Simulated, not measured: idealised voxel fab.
Presented below is a process module, voxel fin reveal.
Square cell edge 5 nm, section width 180 nm, ID cut.
Notation: cross-section as square-cell grid; stated in bands, top first, going down; one or more cell rows per band.
Band: top height; bottom height; in nm. Then, left to right: material with width in nm, for each material. "everywhere": a single material spanning edge to edge. "empty": empty space.
Counting heights begins at 0, where everything beneath is, in the wafer as received, one material. The lowest band has no bottom; it goes on downwards, as "from 0 down" shows.
Read "30 to 40" as a graded width: first number on top, second number at the bottom, same change between each pair of neighbouring rows.
The designation "nothing different", where it is given for a processing step, indicates that no cell of the cross-section was altered in the course of that step.
Enclosed voids (no open way to top), threshold 8 cells or more, entry "Enclosed empty spaces", notation width x height at distance, distance from left edge, nm.
Formally, on a step line, whatever follows the settings is a remark that the simulator itself makes on the step.
Among the settings permitted on a step's line is "overlay nm"; applied to a step with a mask, it specifies the extent to which the mask lay to the right of its planned position, whereas a negative figure signifies a position to the left.

The steps planned for the process are as follows:
1) RECEIVE (material Si)
2) CONFORMAL_DEP (material SiN; thk nm 10)
3) MASKED_ETCH (tone cover; mask id FINS; width nm 15; pitch nm 40; etch materials SiN; depth nm 10; overlay nm 0)
4) MASKED_ETCH (tone cover; mask id FINS; width nm 15; pitch nm 40; etch materials Si; depth nm 35; overlay nm 0)
5) OXIDIZE (depth nm 5)
6) FILL_DEP (material SiO2; thk nm 5)
7) CMP (height nm 10)
8) SELECTIVE_ETCH (etch materials SiO2; depth nm 25)
9) STRIP (etch materials SiN)
10) CONFORMAL_DEP (material HfO2; thk nm 5)

Account of the first of two wafers, which was processed as intended:

Cross-section of the wafer as it came to us, i.e., already through step 1:
  from 0 down = Si everywhere
  Enclosed empty spaces: none

After step 2, in cross-section:
  from 10 to 0 = SiN everywhere
  Note: structure below 0 unchanged.

After step 3, in cross-section:
  from 10 to 0 = empty 60 nm, SiN 15 nm, empty 25 nm, SiN 15 nm, empty 65 nm
  Note: structure below 0 unchanged.

After step 4, in cross-section:
  from 10 to 0 = empty 60 nm, SiN 15 nm, empty 25 nm, SiN 15 nm, empty 65 nm
  from 0 to -35 = empty 60 nm, Si 15 nm, empty 25 nm, Si 15 nm, empty 65 nm
  Note: structure below -35 unchanged.

After step 5, in cross-section:
  from 10 to 0 = empty 60 nm, SiN 15 nm, empty 25 nm, SiN 15 nm, empty 65 nm
  from 0 to -35 = empty 60 nm, SiO2 5 nm, Si 5 nm, SiO2 5 nm, empty 25 nm, SiO2 5 nm, Si 5 nm, SiO2 5 nm, empty 65 nm
  from -35 to -40 = SiO2 65 nm, Si 5 nm, SiO2 35 nm, Si 5 nm, SiO2 70 nm
  Note: structure below -40 unchanged.

After step 6, in cross-section:
  from 15 to 10 = SiO2 everywhere
  from 10 to 0 = SiO2 60 nm, SiN 15 nm, SiO2 25 nm, SiN 15 nm, SiO2 65 nm
  from 0 to -40 = SiO2 65 nm, Si 5 nm, SiO2 35 nm, Si 5 nm, SiO2 70 nm
  Note: structure below -40 unchanged.

After step 7, in cross-section:
  from 10 to 0 = SiO2 60 nm, SiN 15 nm, SiO2 25 nm, SiN 15 nm, SiO2 65 nm
  Note: structure below 0 unchanged.

After step 8, in cross-section:
  from 10 to 0 = empty 60 nm, SiN 15 nm, empty 25 nm, SiN 15 nm, empty 65 nm
  from 0 to -15 = empty 65 nm, Si 5 nm, empty 35 nm, Si 5 nm, empty 70 nm
  Note: structure below -15 unchanged.

After step 9, in cross-section:
  from 0 to -15 = empty 65 nm, Si 5 nm, empty 35 nm, Si 5 nm, empty 70 nm
  Note: structure below -15 unchanged.

After step 10, in cross-section:
  from 5 to 0 = empty 60 nm, HfO2 15 nm, empty 25 nm, HfO2 15 nm, empty 65 nm
  from 0 to -10 = empty 60 nm, HfO2 5 nm, Si 5 nm, HfO2 5 nm, empty 25 nm, HfO2 5 nm, Si 5 nm, HfO2 5 nm, empty 65 nm
  from -10 to -15 = HfO2 65 nm, Si 5 nm, HfO2 35 nm, Si 5 nm, HfO2 70 nm
  Note: structure below -15 unchanged.

Second wafer. Start and plan as for the first. One mistake made in running. Agrees with the first up to and including step 2:

Cross-section of the second wafer at the time by which step 3 should have been completed according to the plan:
  from 10 to 0 = empty 50 nm, SiN 15 nm, empty 25 nm, SiN 15 nm, empty 75 nm
  Note: structure below 0 unchanged.

Cross-section of the second wafer at the time by which step 4 should have been completed according to the plan:
  from 10 to 0 = empty 50 nm, SiN 15 nm, empty 25 nm, SiN 15 nm, empty 75 nm
  from 0 to -35 = empty 50 nm, Si 25 nm, empty 15 nm, Si 25 nm, empty 65 nm
  Note: structure below -35 unchanged.

Cross-section of the second wafer at the time by which step 5 should have been completed according to the plan:
  from 10 to 0 = empty 50 nm, SiN 15 nm, empty 25 nm, SiN 15 nm, empty 75 nm
  from 0 to -5 = empty 50 nm, SiO2 5 nm, Si 5 nm, SiO2 15 nm, empty 15 nm, SiO2 5 nm, Si 5 nm, SiO2 15 nm, empty 65 nm
  from -5 to -35 = empty 50 nm, SiO2 5 nm, Si 15 nm, SiO2 5 nm, empty 15 nm, SiO2 5 nm, Si 15 nm, SiO2 5 nm, empty 65 nm
  from -35 to -40 = SiO2 55 nm, Si 15 nm, SiO2 25 nm, Si 15 nm, SiO2 70 nm
  Note: structure below -40 unchanged.

Cross-section of the second wafer at the time by which step 6 should have been completed according to the plan:
  from 15 to 10 = SiO2 everywhere
  from 10 to 0 = SiO2 50 nm, SiN 15 nm, SiO2 25 nm, SiN 15 nm, SiO2 75 nm
  from 0 to -5 = SiO2 55 nm, Si 5 nm, SiO2 35 nm, Si 5 nm, SiO2 80 nm
  from -5 to -40 = SiO2 55 nm, Si 15 nm, SiO2 25 nm, Si 15 nm, SiO2 70 nm
  Note: structure below -40 unchanged.

Cross-section of the second wafer at the time by which step 7 should have been completed according to the plan:
  from 10 to 0 = SiO2 50 nm, SiN 15 nm, SiO2 25 nm, SiN 15 nm, SiO2 75 nm
  Note: structure below 0 unchanged.

Cross-section of the second wafer at the time by which step 8 should have been completed according to the plan:
  from 10 to 0 = empty 50 nm, SiN 15 nm, empty 25 nm, SiN 15 nm, empty 75 nm
  from 0 to -5 = empty 55 nm, Si 5 nm, empty 35 nm, Si 5 nm, empty 80 nm
  from -5 to -15 = empty 55 nm, Si 15 nm, empty 25 nm, Si 15 nm, empty 70 nm
  Note: structure below -15 unchanged.

Cross-section of the second wafer at the time by which step 9 should have been completed according to the plan:
  from 0 to -5 = empty 55 nm, Si 5 nm, empty 35 nm, Si 5 nm, empty 80 nm
  Note: structure below -5 unchanged.

Cross-section of the second wafer at the time by which step 10 should have been completed according to the plan:
  from 5 to 0 = empty 50 nm, HfO2 15 nm, empty 25 nm, HfO2 15 nm, empty 75 nm
  from 0 to -10 = empty 50 nm, HfO2 5 nm, Si 5 to 15 nm, HfO2 15 to 5 nm, empty 15 nm, HfO2 5 nm, Si 5 to 15 nm, HfO2 15 to 5 nm, empty 65 nm
  from -10 to -15 = HfO2 55 nm, Si 15 nm, HfO2 25 nm, Si 15 nm, HfO2 70 nm
  Note: structure below -15 unchanged.
Here's what went sideways: step 3 was not run as planned; what actually ran was MASKED_ETCH (tone cover; mask id FINS; width nm 15; pitch nm 40; etch materials SiN; depth nm 10; overlay nm -10)
Final difference in cells, second wafer against first, listed per material as more or fewer: 28 more of Si; 20 fewer of SiO2
